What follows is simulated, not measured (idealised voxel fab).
Process module name: voxel self aligned contacts
Square cell edge 5 nm, section width 150 nm, ID cut.
Cross-section, as written here: a square-cell grid given band by band from the top down, where a band holds one or more rows of cells.
Within each band entry, the heights of the top and of the bottom of the band appear first, in that order and in nm; the materials of the band then follow from left to right, each with its corresponding width in nm. The designation "full width" on a single material indicates that it fills the band from edge to edge; the designation "air" indicates empty space.
Heights are expressed relative to 0, this being the level below which the as-received wafer comprises one material exclusively. The lowest band is unbounded in the downward direction and is denoted as in "0 nm and below".
Width "30->40": first value at the band's top row of cells, second value at its bottom row, equal change from row to row.
Where the words "all unchanged" appear for a step, the cross-section shows no cell changed by that step; every cell remained as before.
The list in "Non-vented voids" covers empty spaces of 8 cells or more that cannot reach the top through any open way, and it gives each as width x height at distance; the distance is from the left edge, and width, height and distance are in nm.
Past the settings on a step's line: simulator remark, on that step.
A step line may carry the setting "overlay nm", which, for steps involving a mask, states the distance by which the mask lay to the right of its intended position; negative values denote displacement to the left.

[Listed below are the process steps as planned]
- 1: RECEIVE: material Si
- 2: OXIDIZE: depth nm 5
- 3: DIRECTIONAL_DEP: material polySi, thk nm 20
- 4: DIRECTIONAL_DEP: material SiN, thk nm 20
- 5: MASKED_ETCH: tone cover, mask id GATE, width nm 35, pitch nm 80, etch materials SiN, depth nm 20, overlay nm 0
- 6: MASKED_ETCH: tone cover, mask id GATE, width nm 35, pitch nm 80, etch materials polySi, depth nm 20, overlay nm 0
- 7: CONFORMAL_DEP: material SiN, thk nm 10
- 8: DIRECTIONAL_ETCH: etch materials SiN, depth nm 10
- 9: FILL_DEP: material SiO2, thk nm 10
- 10: CMP: height nm 45
- 11: DIRECTIONAL_DEP: material aC, thk nm 10
- 12: PATTERN: tone open, mask id CONTACT, material resist, width nm 65, thk nm 30, overlay nm -15
- 13: DIRECTIONAL_ETCH: etch materials aC, depth nm 10
- 14: STRIP: etch materials resist
- 15: DIRECTIONAL_ETCH: etch materials SiO2, depth nm 50
- 16: STRIP: etch materials aC
- 17: CONFORMAL_DEP: material TiN, thk nm 5
- 18: FILL_DEP: material W, thk nm 10
- 19: CMP: height nm 45
- 20: CONFORMAL_DEP: material SiN, thk nm 5
Where the wafers of this document differ is in the overlay nm of step 12; they start out the same, and the plan states the value that applied to the first wafer.

[Cross-section of the first of several wafers on receipt, reflecting completion of step 1]
* 0 nm and below = Si full width
* Non-vented voids: none

[Gained (+) or lost (-) cells of each material since receipt, then closed voids: one row per wafer, at the end of the module]
overlay nm -15, -30 Si, +150 SiN, +66 SiO2, +31 TiN, +27 W, +56 polySi, Non-vented voids: none
overlay nm -10, -30 Si, +150 SiN, +66 SiO2, +31 TiN, +27 W, +56 polySi, Non-vented voids: none
overlay nm -5, -30 Si, +150 SiN, +66 SiO2, +31 TiN, +27 W, +56 polySi, Non-vented voids: none
overlay nm 0, -30 Si, +150 SiN, +66 SiO2, +31 TiN, +27 W, +56 polySi, Non-vented voids: none
overlay nm 5, -30 Si, +150 SiN, +66 SiO2, +31 TiN, +27 W, +56 polySi, Non-vented voids: none
overlay nm 10, -30 Si, +150 SiN, +66 SiO2, +31 TiN, +27 W, +56 polySi, Non-vented voids: none
overlay nm 15, -30 Si, +150 SiN, +66 SiO2, +31 TiN, +27 W, +56 polySi, Non-vented voids: none
